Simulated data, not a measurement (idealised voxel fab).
The process module presented herein is designated voxel self aligned contacts.
Cross-section cut: width 200 nm, square cells of 5 nm.
Each cross-section below is a grid of square cells, stated as bands in top-down order, with one or more rows of cells making up each band. Top height, bottom height, nm. Materials left to right, width each, nm. Single material + "all across" = fills band edge to edge. "air" = empty. Note: height 0 marks the level under which the wafer is uniformly one material as received. Lowest band unbounded below, written "z 0 and below". When a width is written as two numbers, as in "30->40", the first number is the width in the top row of cells of the band and the second is the width in its bottom row, and the width changes by the same amount from each row to the next. Step marked "stayed the same"? Then no cell in the cross-section changed in it. Voids not open to the top, 8 cells minimum: see "Closed void register". Written width x height at distance; distance is from the left edge; nm. after a step's settings: what the simulator itself notes on the step. Regarding "overlay nm": on a step with a mask, it is the distance the mask lay to the right of its planned place; a negative value places it to the left.
The planned process steps are enumerated hereunder
1) RECEIVE (material Si)
2) OXIDIZE (depth nm 5)
3) DIRECTIONAL_DEP (material polySi; thk nm 30)
4) DIRECTIONAL_DEP (material SiN; thk nm 20)
5) MASKED_ETCH (tone cover; mask id GATE; width nm 30; pitch nm 65; etch materials SiN; depth nm 20; overlay nm 0)
6) MASKED_ETCH (tone cover; mask id GATE; width nm 30; pitch nm 65; etch materials polySi; depth nm 30; overlay nm 0)
7) CONFORMAL_DEP (material SiN; thk nm 10)
8) DIRECTIONAL_ETCH (etch materials SiN; depth nm 10)
9) FILL_DEP (material SiO2; thk nm 20)
10) CMP (height nm 60)
11) PATTERN (tone open; mask id CONTACT; material resist; width nm 45; thk nm 20; overlay nm 0)
12) DIRECTIONAL_ETCH (etch materials SiO2; depth nm 65)
13) STRIP (etch materials resist)
14) CONFORMAL_DEP (material TiN; thk nm 5)
15) FILL_DEP (material W; thk nm 10)
16) CMP (height nm 60)
17) CONFORMAL_DEP (material SiN; thk nm 5)
Cross-section of the wafer upon arrival, representing the state reached after step 1
* z 0 and below: Si all across
* Closed void register: none
Sectioned view, first of two wafers, at the close of the module, processed as intended in the plan
* z 65 to 60: SiN all across
* z 60 to 50: SiO2: 75; TiN: 5->20; W: 35->5; TiN: 5->20; SiO2: 80
* z 50 to 30: SiO2: 40; SiN: 50; TiN: 5; W: 5; TiN: 5; SiN: 50; SiO2: 45
* z 30 to 0: SiO2: 40; SiN: 10; polySi: 30; SiN: 10; TiN: 5; W: 5; TiN: 5; SiN: 10; polySi: 30; SiN: 10; SiO2: 45
* z 0 to -5: SiO2: 90; TiN: 15; SiO2: 95
* z -5 and below: Si all across
* Closed void register: none
Cross-section, wafer two of two, end of module: same start and plan as wafer one, one error in execution
* z 80 to 75: SiN all across
* z 75 to 65: W all across
* z 65 to 60: TiN: 80; W: 35; TiN: 85
* z 60 to 50: SiO2: 75; TiN: 5->20; W: 35->5; TiN: 5->20; SiO2: 80
* z 50 to 30: SiO2: 40; SiN: 50; TiN: 5; W: 5; TiN: 5; SiN: 50; SiO2: 45
* z 30 to 0: SiO2: 40; SiN: 10; polySi: 30; SiN: 10; TiN: 5; W: 5; TiN: 5; SiN: 10; polySi: 30; SiN: 10; SiO2: 45
* z 0 to -5: SiO2: 90; TiN: 15; SiO2: 95
* z -5 and below: Si all across
* Closed void register: none
Processing error: step 16 was dropped from the plan's execution and never run
Final difference in cells, second wafer against first, listed per material as more or fewer: 33 more of TiN, 87 more of W
